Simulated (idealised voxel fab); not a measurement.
process module | voxel self aligned contacts
cross-section cut | 270 nm wide | cells 5 nm
A cross-section is a grid of square cells, given in bands from the top down. A band is one or more rows of cells.
Each band's line starts with the height of the band's top and of its bottom, in nm. Then come its materials from left to right, each with its width in nm. One material with "throughout" fills the band from edge to edge. "air" is empty space.
Height 0 is the level under which the wafer as received is all one material. The lowest band goes on downwards, as in "0 down".
A width such as "30 to 40" changes by the same amount from each row of cells to the next, from the band's top row to its bottom row.
"no change" after a step means that no cell of the cross-section changed.
closed voids: empty space of 8 cells or more with no open way to the top, each as width x height at its distance from the left edge, in nm
after a step's settings: what the simulator itself notes on the step
overlay nm, on a step with a mask: how far to the right of its planned place the mask lay; to the left if negative
plan
1 op RECEIVE | material Si
2 op OXIDIZE | depth nm 5
3 op DIRECTIONAL_DEP | material polySi | thk nm 30
4 op DIRECTIONAL_DEP | material SiN | thk nm 20
5 op DIRECTIONAL_DEP | material aC | thk nm 15
6 op PATTERN | tone cover | mask id GATE | material resist | width nm 25 | pitch nm 55 | thk nm 30 | overlay nm 0
7 op DIRECTIONAL_ETCH | etch materials aC | depth nm 15
8 op STRIP | etch materials resist
9 op DIRECTIONAL_ETCH | etch materials SiN | depth nm 20
10 op DIRECTIONAL_ETCH | etch materials polySi | depth nm 30
11 op STRIP | etch materials aC
12 op CONFORMAL_DEP | material SiN | thk nm 5
13 op DIRECTIONAL_ETCH | etch materials SiN | depth nm 5
14 op FILL_DEP | material SiO2 | thk nm 15
15 op CMP | height nm 60
16 op MASKED_ETCH | tone open | mask id CONTACT | width nm 40 | etch materials SiO2 | depth nm 65 | overlay nm 0
17 op CONFORMAL_DEP | material TiN | thk nm 5
18 op FILL_DEP | material W | thk nm 5
19 op CMP | height nm 60
20 op CONFORMAL_DEP | material SiCN | thk nm 5
first wafer, as planned
as received, after step 1
  0 down: Si throughout
  closed voids: none
after step 2
  0 to -5: SiO2 throughout
  below -5: unchanged
after step 3
  30 to 0: polySi throughout
  below 0: unchanged
after step 4
  50 to 30: SiN throughout
  below 30: unchanged
after step 5
  65 to 50: aC throughout
  below 50: unchanged
after step 6
  95 to 65: air 95 | resist 25 | air 30 | resist 25 | air 95
  below 65: unchanged
after step 7
  80 to 65: air 95 | resist 25 | air 30 | resist 25 | air 95
  65 to 50: air 95 | aC 25 | air 30 | aC 25 | air 95
  below 50: unchanged
after step 8
  65 to 50: air 95 | aC 25 | air 30 | aC 25 | air 95
  below 50: unchanged
after step 9
  65 to 50: air 95 | aC 25 | air 30 | aC 25 | air 95
  50 to 30: air 95 | SiN 25 | air 30 | SiN 25 | air 95
  below 30: unchanged
after step 10
  65 to 50: air 95 | aC 25 | air 30 | aC 25 | air 95
  50 to 30: air 95 | SiN 25 | air 30 | SiN 25 | air 95
  30 to 0: air 95 | polySi 25 | air 30 | polySi 25 | air 95
  below 0: unchanged
after step 11
  50 to 30: air 95 | SiN 25 | air 30 | SiN 25 | air 95
  below 30: unchanged
after step 12
  55 to 30: air 90 | SiN 35 | air 20 | SiN 35 | air 90
  30 to 5: air 90 | SiN 5 | polySi 25 | SiN 5 | air 20 | SiN 5 | polySi 25 | SiN 5 | air 90
  5 to 0: SiN 95 | polySi 25 | SiN 30 | polySi 25 | SiN 95
  below 0: unchanged
after step 13
  50 to 30: air 90 | SiN 35 | air 20 | SiN 35 | air 90
  30 to 0: air 90 | SiN 5 | polySi 25 | SiN 5 | air 20 | SiN 5 | polySi 25 | SiN 5 | air 90
  below 0: unchanged
after step 14
  65 to 50: SiO2 throughout
  50 to 30: SiO2 90 | SiN 35 | SiO2 20 | SiN 35 | SiO2 90
  30 to 0: SiO2 90 | SiN 5 | polySi 25 | SiN 5 | SiO2 20 | SiN 5 | polySi 25 | SiN 5 | SiO2 90
  below 0: unchanged
after step 15
  60 to 50: SiO2 throughout
  below 50: unchanged
after step 16
  60 to 50: SiO2 115 | air 40 | SiO2 115
  50 to 30: SiO2 90 | SiN 35 | air 20 | SiN 35 | SiO2 90
  30 to 0: SiO2 90 | SiN 5 | polySi 25 | SiN 5 | air 20 | SiN 5 | polySi 25 | SiN 5 | SiO2 90
  0 to -5: SiO2 125 | air 20 | SiO2 125
  below -5: unchanged
after step 17
  65 to 60: TiN 120 | air 30 | TiN 120
  60 to 50: SiO2 115 | TiN 5 to 15 | air 30 to 10 | TiN 5 to 15 | SiO2 115
  50 to 30: SiO2 90 | SiN 35 | TiN 5 | air 10 | TiN 5 | SiN 35 | SiO2 90
  30 to 0: SiO2 90 | SiN 5 | polySi 25 | SiN 5 | TiN 5 | air 10 | TiN 5 | SiN 5 | polySi 25 | SiN 5 | SiO2 90
  0 to -5: SiO2 125 | TiN 20 | SiO2 125
  below -5: unchanged
after step 18
  70 to 65: W throughout
  65 to 60: TiN 120 | W 30 | TiN 120
  60 to 50: SiO2 115 | TiN 5 to 15 | W 30 to 10 | TiN 5 to 15 | SiO2 115
  50 to 30: SiO2 90 | SiN 35 | TiN 5 | W 10 | TiN 5 | SiN 35 | SiO2 90
  30 to 0: SiO2 90 | SiN 5 | polySi 25 | SiN 5 | TiN 5 | W 10 | TiN 5 | SiN 5 | polySi 25 | SiN 5 | SiO2 90
  below 0: unchanged
after step 19
  60 to 50: SiO2 115 | TiN 5 to 15 | W 30 to 10 | TiN 5 to 15 | SiO2 115
  below 50: unchanged
after step 20
  65 to 60: SiCN throughout
  below 60: unchanged
second wafer: like start, like plan, one mistake. Through step 2 it matches the first wafer
when step 3 should have ended
  20 to 0: SiN throughout
  below 0: unchanged
when step 4 should have ended
  50 to 20: polySi throughout
  below 20: unchanged
when step 5 should have ended
  65 to 50: aC throughout
  below 50: unchanged
when step 6 should have ended
  95 to 65: air 95 | resist 25 | air 30 | resist 25 | air 95
  below 65: unchanged
when step 7 should have ended
  80 to 65: air 95 | resist 25 | air 30 | resist 25 | air 95
  65 to 50: air 95 | aC 25 | air 30 | aC 25 | air 95
  below 50: unchanged
when step 8 should have ended
  65 to 50: air 95 | aC 25 | air 30 | aC 25 | air 95
  below 50: unchanged
when step 9 should have ended: no change
when step 10 should have ended
  65 to 50: air 95 | aC 25 | air 30 | aC 25 | air 95
  50 to 20: air 95 | polySi 25 | air 30 | polySi 25 | air 95
  below 20: unchanged
when step 11 should have ended
  50 to 20: air 95 | polySi 25 | air 30 | polySi 25 | air 95
  below 20: unchanged
when step 12 should have ended
  55 to 50: air 90 | SiN 35 | air 20 | SiN 35 | air 90
  50 to 25: air 90 | SiN 5 | polySi 25 | SiN 5 | air 20 | SiN 5 | polySi 25 | SiN 5 | air 90
  25 to 20: SiN 95 | polySi 25 | SiN 30 | polySi 25 | SiN 95
  below 20: unchanged
when step 13 should have ended
  50 to 20: air 90 | SiN 5 | polySi 25 | SiN 5 | air 20 | SiN 5 | polySi 25 | SiN 5 | air 90
  below 20: unchanged
when step 14 should have ended
  65 to 50: SiO2 throughout
  50 to 20: SiO2 90 | SiN 5 | polySi 25 | SiN 5 | SiO2 20 | SiN 5 | polySi 25 | SiN 5 | SiO2 90
  below 20: unchanged
when step 15 should have ended
  60 to 50: SiO2 throughout
  below 50: unchanged
when step 16 should have ended
  60 to 50: SiO2 115 | air 40 | SiO2 115
  50 to 20: SiO2 90 | SiN 5 | polySi 25 | SiN 5 | air 20 | SiN 5 | polySi 25 | SiN 5 | SiO2 90
  below 20: unchanged
when step 17 should have ended
  65 to 60: TiN 120 | air 30 | TiN 120
  60 to 50: SiO2 115 | TiN 5 to 15 | air 30 to 10 | TiN 5 to 15 | SiO2 115
  50 to 25: SiO2 90 | SiN 5 | polySi 25 | SiN 5 | TiN 5 | air 10 | TiN 5 | SiN 5 | polySi 25 | SiN 5 | SiO2 90
  25 to 20: SiO2 90 | SiN 5 | polySi 25 | SiN 5 | TiN 20 | SiN 5 | polySi 25 | SiN 5 | SiO2 90
  below 20: unchanged
when step 18 should have ended
  70 to 65: W throughout
  65 to 60: TiN 120 | W 30 | TiN 120
  60 to 50: SiO2 115 | TiN 5 to 15 | W 30 to 10 | TiN 5 to 15 | SiO2 115
  50 to 25: SiO2 90 | SiN 5 | polySi 25 | SiN 5 | TiN 5 | W 10 | TiN 5 | SiN 5 | polySi 25 | SiN 5 | SiO2 90
  below 25: unchanged
when step 19 should have ended
  60 to 50: SiO2 115 | TiN 5 to 15 | W 30 to 10 | TiN 5 to 15 | SiO2 115
  below 50: unchanged
when step 20 should have ended
  65 to 60: SiCN throughout
  below 60: unchanged
what went wrong: steps 3 and 4 were swapped
at the end the second wafer has, in cells: 160 more of SiN | 140 fewer of SiO2 | 10 fewer of TiN | 10 fewer of W
